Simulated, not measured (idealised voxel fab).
process module | voxel local oxidation
cross-section cut | 230 nm wide | cells 5 nm
A cross-section is a grid of square cells, given in bands from the top down. A band is one or more rows of cells.
Each band's line starts with the height of the band's top and of its bottom, in nm. Then come its materials from left to right, each with its width in nm. One material with "throughout" fills the band from edge to edge. "air" is empty space.
Height 0 is the level under which the wafer as received is all one material. The lowest band goes on downwards, as in "0 down".
A width such as "30 to 40" changes by the same amount from each row of cells to the next, from the band's top row to its bottom row.
"no change" after a step means that no cell of the cross-section changed.
closed voids: empty space of 8 cells or more with no open way to the top, each as width x height at its distance from the left edge, in nm
after a step's settings: what the simulator itself notes on the step
overlay nm, on a step with a mask: how far to the right of its planned place the mask lay; to the left if negative
plan
1 op RECEIVE | material Si
2 op CONFORMAL_DEP | material SiO2 | thk nm 5
3 op CONFORMAL_DEP | material SiN | thk nm 15
4 op DIRECTIONAL_DEP | material aC | thk nm 15
5 op PATTERN | tone cover | mask id ACTIVE | material resist | width nm 120 | thk nm 30 | overlay nm 0
6 op DIRECTIONAL_ETCH | etch materials aC | depth nm 15
7 op STRIP | etch materials resist
8 op DIRECTIONAL_ETCH | etch materials SiN | depth nm 15
9 op STRIP | etch materials aC
10 op SELECTIVE_ETCH | etch materials SiO2 | depth nm 5
11 op OXIDIZE | depth nm 15
12 op STRIP | etch materials SiN
first wafer, as planned
as received, after step 1
  0 down: Si throughout
  closed voids: none
after step 2
  5 to 0: SiO2 throughout
  below 0: unchanged
after step 3
  20 to 5: SiN throughout
  below 5: unchanged
after step 4
  35 to 20: aC throughout
  below 20: unchanged
after step 5
  65 to 35: air 55 | resist 120 | air 55
  below 35: unchanged
after step 6
  50 to 35: air 55 | resist 120 | air 55
  35 to 20: air 55 | aC 120 | air 55
  below 20: unchanged
after step 7
  35 to 20: air 55 | aC 120 | air 55
  below 20: unchanged
after step 8
  35 to 20: air 55 | aC 120 | air 55
  20 to 5: air 55 | SiN 120 | air 55
  below 5: unchanged
after step 9
  20 to 5: air 55 | SiN 120 | air 55
  below 5: unchanged
after step 10
  20 to 5: air 55 | SiN 120 | air 55
  5 to 0: air 60 | SiO2 110 | air 60
  below 0: unchanged
after step 11
  20 to 5: air 55 | SiN 120 | air 55
  5 to 0: air 60 | SiO2 110 | air 60
  0 to -15: SiO2 75 | Si 80 | SiO2 75
  below -15: unchanged
after step 12
  5 to 0: air 60 | SiO2 110 | air 60
  below 0: unchanged
second wafer: like start, like plan, one mistake. Through step 11 it matches the first wafer
when step 12 should have ended
  0 to -15: air 75 | Si 80 | air 75
  below -15: unchanged
what went wrong: step 12 ran as: op STRIP | etch materials SiO2
at the end the second wafer has, in cells: 112 fewer of SiO2
